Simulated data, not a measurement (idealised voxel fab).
Name of the process module below: voxel self aligned vias
For reference, the cross-section in this document is cut, with width 280 nm and square cells of 5 nm.
Cross-section = grid of square cells, listed top down in bands; band = one or more rows. Band: top and bottom heights (nm) first, top before bottom; then materials from left to right, widths in nm. "all across" marks a sole material filling the band edge to edge. "blank" denotes empty space. Zero point of the height axis is 0; under it, received wafer = one material. Lowest band: continues down indefinitely, "0 down". Quick explanation for "30 to 40": the width changes in equal steps down the rows of cells, from the first number in the band's top row to the second number in its bottom row. It should be understood that the words "all unchanged", when stated for a given step, signify that the cross-section underwent no change in any of its cells during that step. You'll see "Closed void listing" listing empty spaces that have no way open to the top, as long as they're 8 cells or more; the notation is width x height at distance, where the distance is from the left edge, and all of it is in nm. On a step's line, text after the settings is the simulator commenting on that step. overlay nm: mask right of planned place by this much (step with mask). Neg. = left.
Here's what the planned process steps look like:
1 RECEIVE, material Si
2 CONFORMAL_DEP, material SiO2, thk nm 15
3 CONFORMAL_DEP, material SiCN, thk nm 5
4 DIRECTIONAL_DEP, material SiO2, thk nm 30
5 MASKED_ETCH, tone open, mask id LINES, width nm 30, pitch nm 65, etch materials SiO2, depth nm 30, overlay nm 0
6 CONFORMAL_DEP, material TiN, thk nm 5
7 FILL_DEP, material Ru, thk nm 5
8 CMP, height nm 50
9 SELECTIVE_ETCH, etch materials W Ru TiN, depth nm 5
10 FILL_DEP, material SiN, thk nm 5
11 CMP, height nm 50
12 DIRECTIONAL_DEP, material SiO2, thk nm 15
13 MASKED_ETCH, tone open, mask id VIAS, width nm 40, pitch nm 130, etch materials SiO2, depth nm 15, overlay nm 0
14 MASKED_ETCH, tone open, mask id VIAS, width nm 40, pitch nm 130, etch materials SiN, depth nm 5, overlay nm 0
15 CONFORMAL_DEP, material TiN, thk nm 5
16 FILL_DEP, material Ru, thk nm 5
17 CMP, height nm 65
18 CONFORMAL_DEP, material SiN, thk nm 5
So this is the incoming wafer in cross-section - it's already been through step 1:
	0 down: Si all across
	Closed void listing: none
Below is the wafer in cross-section after the module was completed. It began from the starting point shown above and followed the plan shown above, except that one mistake was made while running it:
	70 to 65: SiN all across
	65 to 55: 55 nm SiO2, 5 nm TiN, 30 nm Ru, 5 nm TiN, 90 nm SiO2, 5 nm TiN, 30 nm Ru, 5 nm TiN, 55 nm SiO2
	55 to 50: 55 nm SiO2, 15 nm TiN, 15 nm Ru, 10 nm TiN, 90 nm SiO2, 15 nm TiN, 15 nm Ru, 10 nm TiN, 55 nm SiO2
	50 to 45: 60 nm SiO2, 5 nm SiN, 25 nm TiN, 35 nm SiO2, 30 nm SiN, 35 nm SiO2, 5 nm SiN, 25 nm TiN, 60 nm SiO2
	45 to 25: 60 nm SiO2, 5 nm TiN, 20 nm Ru, 5 nm TiN, 35 nm SiO2, 5 nm TiN, 20 nm Ru, 5 nm TiN, 35 nm SiO2, 5 nm TiN, 20 nm Ru, 5 nm TiN, 60 nm SiO2
	25 to 20: 60 nm SiO2, 30 nm TiN, 35 nm SiO2, 30 nm TiN, 35 nm SiO2, 30 nm TiN, 60 nm SiO2
	20 to 15: SiCN all across
	15 to 0: SiO2 all across
	0 down: Si all across
	Closed void listing: none
Where did the run depart from the plan? step 14 did not use the planned setting and instead ran as MASKED_ETCH, tone open, mask id VIAS, width nm 40, pitch nm 130, etch materials SiN, depth nm 5, overlay nm 10
